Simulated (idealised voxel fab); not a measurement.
A process module follows: voxel capacitor over wiring.
Pictured: cross-section cut, 175 nm wide, on a grid of 5 nm square cells.
A cross-section is a grid of square cells, given in bands from the top down. A band is one or more rows of cells. Read a band's entry like this: the first values are the height of its top and the height of its bottom in nm, and what follows is the sequence of materials from left to right, each with its width in nm. Note that "blank" is empty space, and that a single material marked "edge to edge" reaches across the band from edge to edge. Counting heights begins at 0, where everything beneath is, in the wafer as received, one material. The lowest band has no bottom; it goes on downwards, as "0 and below" shows. Note: "30->40" means the width goes from the first number (top row of the band) to the second number (bottom row) in equal steps per row of cells. The cross-section has no changed cell in any step marked "nothing altered". Entry "Completely enclosed voids". Content: empty spaces with no open connection to the top, size 8 cells or greater. Each: width x height at distance. Distance: from left edge. Unit: nm. Note: text after step settings on the step line = simulator remark on that step. On any step carrying a mask, the "overlay nm" setting, if present on the step's line, tells how far right of its planned place the mask lay; negative values point to the left.
Steps planned for the process
1. RECEIVE | material Si
2. CONFORMAL_DEP | material SiO2 | thk nm 10
3. DIRECTIONAL_DEP | material TiN | thk nm 5
4. DIRECTIONAL_DEP | material W | thk nm 15
5. PATTERN | tone cover | mask id METAL_1 | material resist | width nm 25 | pitch nm 75 | thk nm 20 | overlay nm 0
6. DIRECTIONAL_ETCH | etch materials W | depth nm 15
7. DIRECTIONAL_ETCH | etch materials TiN | depth nm 5
8. STRIP | etch materials resist
9. CONFORMAL_DEP | material SiCN | thk nm 5
10. FILL_DEP | material lowk | thk nm 5
11. CMP | height nm 30
12. CONFORMAL_DEP | material SiCN | thk nm 5
13. DIRECTIONAL_DEP | material lowk | thk nm 10
14. DIRECTIONAL_DEP | material aC | thk nm 15
15. PATTERN | tone open | mask id PLUG_1 | material resist | width nm 15 | thk nm 35 | overlay nm 0
16. DIRECTIONAL_ETCH | etch materials aC | depth nm 15
17. STRIP | etch materials resist
18. DIRECTIONAL_ETCH | etch materials lowk | depth nm 10
19. DIRECTIONAL_ETCH | etch materials SiCN | depth nm 5
20. STRIP | etch materials aC
21. EPI | material Ru | thk nm 10
22. EPI | material Ru | thk nm 5
23. DIRECTIONAL_DEP | material TiN | thk nm 5
24. DIRECTIONAL_DEP | material Al2O3 | thk nm 5
25. DIRECTIONAL_DEP | material TiN | thk nm 5
26. MASKED_ETCH | tone cover | mask id UPPER_PLATE | width nm 55 | etch materials TiN | depth nm 5 | overlay nm 0
27. MASKED_ETCH | tone cover | mask id UPPER_PLATE | width nm 55 | etch materials Al2O3 | depth nm 5 | overlay nm 0
28. PATTERN | tone cover | mask id LOWER_PLATE | material resist | width nm 65 | thk nm 20 | overlay nm 0
29. DIRECTIONAL_ETCH | etch materials TiN | depth nm 5
30. STRIP | etch materials resist
31. FILL_DEP | material SiO2 | thk nm 20
32. CMP | height nm 75
33. PATTERN | tone open | mask id PLUG_2 | material resist | width nm 15 | thk nm 20 | overlay nm 0
34. DIRECTIONAL_ETCH | etch materials SiO2 | depth nm 15
35. STRIP | etch materials resist
36. CONFORMAL_DEP | material TiN | thk nm 5
37. FILL_DEP | material W | thk nm 5
38. CMP | height nm 75
39. CONFORMAL_DEP | material SiCN | thk nm 5
Of two wafers, the first: run according to plan
Cross-section of the wafer upon arrival, representing the state reached after step 1
0 and below = Si edge to edge
Completely enclosed voids: none
Step 2 done - wafer cross-section
10 down to 0 = SiO2 edge to edge
Nothing below the height 0 has changed.
Step 3 done - wafer cross-section
15 down to 10 = TiN edge to edge
Nothing below the height 10 has changed.
Step 4 done - wafer cross-section
30 down to 15 = W edge to edge
Nothing below the height 15 has changed.
Step 5 done - wafer cross-section
50 down to 30 = blank: 35, then resist: 25, then blank: 50, then resist: 25, then blank: 40
Nothing below the height 30 has changed.
Step 6 done - wafer cross-section
50 down to 30 = blank: 35, then resist: 25, then blank: 50, then resist: 25, then blank: 40
30 down to 15 = blank: 35, then W: 25, then blank: 50, then W: 25, then blank: 40
Nothing below the height 15 has changed.
Step 7 done - wafer cross-section
50 down to 30 = blank: 35, then resist: 25, then blank: 50, then resist: 25, then blank: 40
30 down to 15 = blank: 35, then W: 25, then blank: 50, then W: 25, then blank: 40
15 down to 10 = blank: 35, then TiN: 25, then blank: 50, then TiN: 25, then blank: 40
Nothing below the height 10 has changed.
Step 8 done - wafer cross-section
30 down to 15 = blank: 35, then W: 25, then blank: 50, then W: 25, then blank: 40
Nothing below the height 15 has changed.
Step 9 done - wafer cross-section
35 down to 30 = blank: 30, then SiCN: 35, then blank: 40, then SiCN: 35, then blank: 35
30 down to 15 = blank: 30, then SiCN: 5, then W: 25, then SiCN: 5, then blank: 40, then SiCN: 5, then W: 25, then SiCN: 5, then blank: 35
15 down to 10 = SiCN: 35, then TiN: 25, then SiCN: 50, then TiN: 25, then SiCN: 40
Nothing below the height 10 has changed.
Step 10 done - wafer cross-section
40 down to 35 = lowk edge to edge
35 down to 30 = lowk: 30, then SiCN: 35, then lowk: 40, then SiCN: 35, then lowk: 35
30 down to 15 = lowk: 30, then SiCN: 5, then W: 25, then SiCN: 5, then lowk: 40, then SiCN: 5, then W: 25, then SiCN: 5, then lowk: 35
Nothing below the height 15 has changed.
Step 11 done - wafer cross-section
30 down to 15 = lowk: 30, then SiCN: 5, then W: 25, then SiCN: 5, then lowk: 40, then SiCN: 5, then W: 25, then SiCN: 5, then lowk: 35
Nothing below the height 15 has changed.
Step 12 done - wafer cross-section
35 down to 30 = SiCN edge to edge
Nothing below the height 30 has changed.
Step 13 done - wafer cross-section
45 down to 35 = lowk edge to edge
Nothing below the height 35 has changed.
Step 14 done - wafer cross-section
60 down to 45 = aC edge to edge
Nothing below the height 45 has changed.
Step 15 done - wafer cross-section
95 down to 60 = resist: 45, then blank: 15, then resist: 115
Nothing below the height 60 has changed.
Step 16 done - wafer cross-section
80 down to 60 = resist: 45, then blank: 15, then resist: 115
60 down to 45 = aC: 45, then blank: 15, then aC: 115
Nothing below the height 45 has changed.
Step 17 done - wafer cross-section
60 down to 45 = aC: 45, then blank: 15, then aC: 115
Nothing below the height 45 has changed.
Step 18 done - wafer cross-section
60 down to 45 = aC: 45, then blank: 15, then aC: 115
45 down to 35 = lowk: 45, then blank: 15, then lowk: 115
Nothing below the height 35 has changed.
Step 19 done - wafer cross-section
60 down to 45 = aC: 45, then blank: 15, then aC: 115
45 down to 35 = lowk: 45, then blank: 15, then lowk: 115
35 down to 30 = SiCN: 45, then blank: 15, then SiCN: 115
Nothing below the height 30 has changed.
Step 20 done - wafer cross-section
45 down to 35 = lowk: 45, then blank: 15, then lowk: 115
Nothing below the height 35 has changed.
Step 21 done - wafer cross-section
45 down to 40 = lowk: 45, then blank: 15, then lowk: 115
40 down to 35 = lowk: 45, then Ru: 15, then lowk: 115
35 down to 30 = SiCN: 45, then Ru: 15, then SiCN: 115
Nothing below the height 30 has changed.
Step 22 done - wafer cross-section
45 down to 35 = lowk: 45, then Ru: 15, then lowk: 115
Nothing below the height 35 has changed.
Step 23 done - wafer cross-section
50 down to 45 = TiN edge to edge
Nothing below the height 45 has changed.
Step 24 done - wafer cross-section
55 down to 50 = Al2O3 edge to edge
Nothing below the height 50 has changed.
Step 25 done - wafer cross-section
60 down to 55 = TiN edge to edge
Nothing below the height 55 has changed.
Step 26 done - wafer cross-section
60 down to 55 = blank: 45, then TiN: 55, then blank: 75
Nothing below the height 55 has changed.
Step 27 done - wafer cross-section
60 down to 55 = blank: 45, then TiN: 55, then blank: 75
55 down to 50 = blank: 45, then Al2O3: 55, then blank: 75
Nothing below the height 50 has changed.
Step 28 done - wafer cross-section
80 down to 60 = blank: 40, then resist: 65, then blank: 70
60 down to 55 = blank: 40, then resist: 5, then TiN: 55, then resist: 5, then blank: 70
55 down to 50 = blank: 40, then resist: 5, then Al2O3: 55, then resist: 5, then blank: 70
Nothing below the height 50 has changed.
Step 29 done - wafer cross-section
80 down to 60 = blank: 40, then resist: 65, then blank: 70
60 down to 55 = blank: 40, then resist: 5, then TiN: 55, then resist: 5, then blank: 70
55 down to 50 = blank: 40, then resist: 5, then Al2O3: 55, then resist: 5, then blank: 70
50 down to 45 = blank: 40, then TiN: 65, then blank: 70
Nothing below the height 45 has changed.
Step 30 done - wafer cross-section
60 down to 55 = blank: 45, then TiN: 55, then blank: 75
55 down to 50 = blank: 45, then Al2O3: 55, then blank: 75
Nothing below the height 50 has changed.
Step 31 done - wafer cross-section
80 down to 60 = SiO2 edge to edge
60 down to 55 = SiO2: 45, then TiN: 55, then SiO2: 75
55 down to 50 = SiO2: 45, then Al2O3: 55, then SiO2: 75
50 down to 45 = SiO2: 40, then TiN: 65, then SiO2: 70
Nothing below the height 45 has changed.
Step 32 done - wafer cross-section
75 down to 60 = SiO2 edge to edge
Nothing below the height 60 has changed.
Step 33 done - wafer cross-section
95 down to 75 = resist: 55, then blank: 15, then resist: 105
Nothing below the height 75 has changed.
Step 34 done - wafer cross-section
95 down to 75 = resist: 55, then blank: 15, then resist: 105
75 down to 60 = SiO2: 55, then blank: 15, then SiO2: 105
Nothing below the height 60 has changed.
Step 35 done - wafer cross-section
75 down to 60 = SiO2: 55, then blank: 15, then SiO2: 105
Nothing below the height 60 has changed.
Step 36 done - wafer cross-section
80 down to 75 = TiN: 60, then blank: 5, then TiN: 110
75 down to 65 = SiO2: 55, then TiN: 5, then blank: 5, then TiN: 5, then SiO2: 105
65 down to 55 = SiO2: 55->45, then TiN: 15->55, then SiO2: 105->75
Nothing below the height 55 has changed.
Step 37 done - wafer cross-section
85 down to 80 = W edge to edge
80 down to 75 = TiN: 60, then W: 5, then TiN: 110
75 down to 65 = SiO2: 55, then TiN: 5, then W: 5, then TiN: 5, then SiO2: 105
Nothing below the height 65 has changed.
Step 38 done - wafer cross-section
75 down to 65 = SiO2: 55, then TiN: 5, then W: 5, then TiN: 5, then SiO2: 105
Nothing below the height 65 has changed.
Step 39 done - wafer cross-section
80 down to 75 = SiCN edge to edge
Nothing below the height 75 has changed.
Second wafer, same starting conditions and recipe as the first, one mistake in executing it, nothing differs from the first up to and including step 20
Second wafer profile in section, at the moment step 21 of the plan was meant to be complete
50 down to 45 = blank: 40, then Ru: 25, then blank: 110
45 down to 35 = lowk: 45, then Ru: 15, then lowk: 115
35 down to 30 = SiCN: 45, then Ru: 15, then SiCN: 115
Nothing below the height 30 has changed.
Second wafer profile in section, at the moment step 22 of the plan was meant to be complete
55 down to 45 = blank: 35, then Ru: 35, then blank: 105
Nothing below the height 45 has changed.
Second wafer profile in section, at the moment step 23 of the plan was meant to be complete
60 down to 55 = blank: 35, then TiN: 35, then blank: 105
55 down to 50 = blank: 35, then Ru: 35, then blank: 105
50 down to 45 = TiN: 35, then Ru: 35, then TiN: 105
Nothing below the height 45 has changed.
Second wafer profile in section, at the moment step 24 of the plan was meant to be complete
65 down to 60 = blank: 35, then Al2O3: 35, then blank: 105
60 down to 55 = blank: 35, then TiN: 35, then blank: 105
55 down to 50 = Al2O3: 35, then Ru: 35, then Al2O3: 105
Nothing below the height 50 has changed.
Second wafer profile in section, at the moment step 25 of the plan was meant to be complete
70 down to 65 = blank: 35, then TiN: 35, then blank: 105
65 down to 60 = blank: 35, then Al2O3: 35, then blank: 105
60 down to 55 = TiN edge to edge
Nothing below the height 55 has changed.
Second wafer profile in section, at the moment step 26 of the plan was meant to be complete
70 down to 65 = blank: 45, then TiN: 25, then blank: 105
65 down to 60 = blank: 35, then Al2O3: 35, then blank: 105
60 down to 55 = blank: 35, then TiN: 65, then blank: 75
Nothing below the height 55 has changed.
Second wafer profile in section, at the moment step 27 of the plan was meant to be complete
70 down to 65 = blank: 45, then TiN: 25, then blank: 105
65 down to 60 = blank: 45, then Al2O3: 25, then blank: 105
60 down to 55 = blank: 35, then TiN: 65, then blank: 75
55 down to 50 = blank: 35, then Ru: 35, then Al2O3: 30, then blank: 75
Nothing below the height 50 has changed.
Second wafer profile in section, at the moment step 28 of the plan was meant to be complete
90 down to 70 = blank: 40, then resist: 65, then blank: 70
70 down to 65 = blank: 40, then resist: 5, then TiN: 25, then resist: 35, then blank: 70
65 down to 60 = blank: 40, then resist: 5, then Al2O3: 25, then resist: 35, then blank: 70
60 down to 55 = blank: 35, then TiN: 65, then resist: 5, then blank: 70
55 down to 50 = blank: 35, then Ru: 35, then Al2O3: 30, then resist: 5, then blank: 70
Nothing below the height 50 has changed.
Second wafer profile in section, at the moment step 29 of the plan was meant to be complete
90 down to 70 = blank: 40, then resist: 65, then blank: 70
70 down to 65 = blank: 40, then resist: 5, then TiN: 25, then resist: 35, then blank: 70
65 down to 60 = blank: 40, then resist: 5, then Al2O3: 25, then resist: 35, then blank: 70
60 down to 55 = blank: 40, then TiN: 60, then resist: 5, then blank: 70
55 down to 50 = blank: 35, then Ru: 35, then Al2O3: 30, then resist: 5, then blank: 70
50 down to 45 = blank: 35, then Ru: 35, then TiN: 35, then blank: 70
Nothing below the height 45 has changed.
Second wafer profile in section, at the moment step 30 of the plan was meant to be complete
70 down to 65 = blank: 45, then TiN: 25, then blank: 105
65 down to 60 = blank: 45, then Al2O3: 25, then blank: 105
60 down to 55 = blank: 40, then TiN: 60, then blank: 75
55 down to 50 = blank: 35, then Ru: 35, then Al2O3: 30, then blank: 75
Nothing below the height 50 has changed.
Second wafer profile in section, at the moment step 31 of the plan was meant to be complete
90 down to 70 = SiO2 edge to edge
70 down to 65 = SiO2: 45, then TiN: 25, then SiO2: 105
65 down to 60 = SiO2: 45, then Al2O3: 25, then SiO2: 105
60 down to 55 = SiO2: 40, then TiN: 60, then SiO2: 75
55 down to 50 = SiO2: 35, then Ru: 35, then Al2O3: 30, then SiO2: 75
50 down to 45 = SiO2: 35, then Ru: 35, then TiN: 35, then SiO2: 70
Nothing below the height 45 has changed.
Second wafer profile in section, at the moment step 32 of the plan was meant to be complete
75 down to 70 = SiO2 edge to edge
Nothing below the height 70 has changed.
Second wafer profile in section, at the moment step 33 of the plan was meant to be complete
95 down to 75 = resist: 55, then blank: 15, then resist: 105
Nothing below the height 75 has changed.
Second wafer profile in section, at the moment step 34 of the plan was meant to be complete
95 down to 75 = resist: 55, then blank: 15, then resist: 105
75 down to 70 = SiO2: 55, then blank: 15, then SiO2: 105
Nothing below the height 70 has changed.
Second wafer profile in section, at the moment step 35 of the plan was meant to be complete
75 down to 70 = SiO2: 55, then blank: 15, then SiO2: 105
Nothing below the height 70 has changed.
Second wafer profile in section, at the moment step 36 of the plan was meant to be complete
80 down to 75 = TiN: 60, then blank: 5, then TiN: 110
75 down to 65 = SiO2: 55->45, then TiN: 15->25, then SiO2: 105
Nothing below the height 65 has changed.
Second wafer profile in section, at the moment step 37 of the plan was meant to be complete
85 down to 80 = W edge to edge
80 down to 75 = TiN: 60, then W: 5, then TiN: 110
Nothing below the height 75 has changed.
Second wafer profile in section, at the moment step 38 of the plan was meant to be complete
75 down to 65 = SiO2: 55->45, then TiN: 15->25, then SiO2: 105
Nothing below the height 65 has changed.
Second wafer profile in section, at the moment step 39 of the plan was meant to be complete
80 down to 75 = SiCN edge to edge
Nothing below the height 75 has changed.
Diagnosis: yeah, plan step 21 got run twice
at the end the second wafer has, in cells: Ru +14, SiO2 -8, TiN -4, W -2
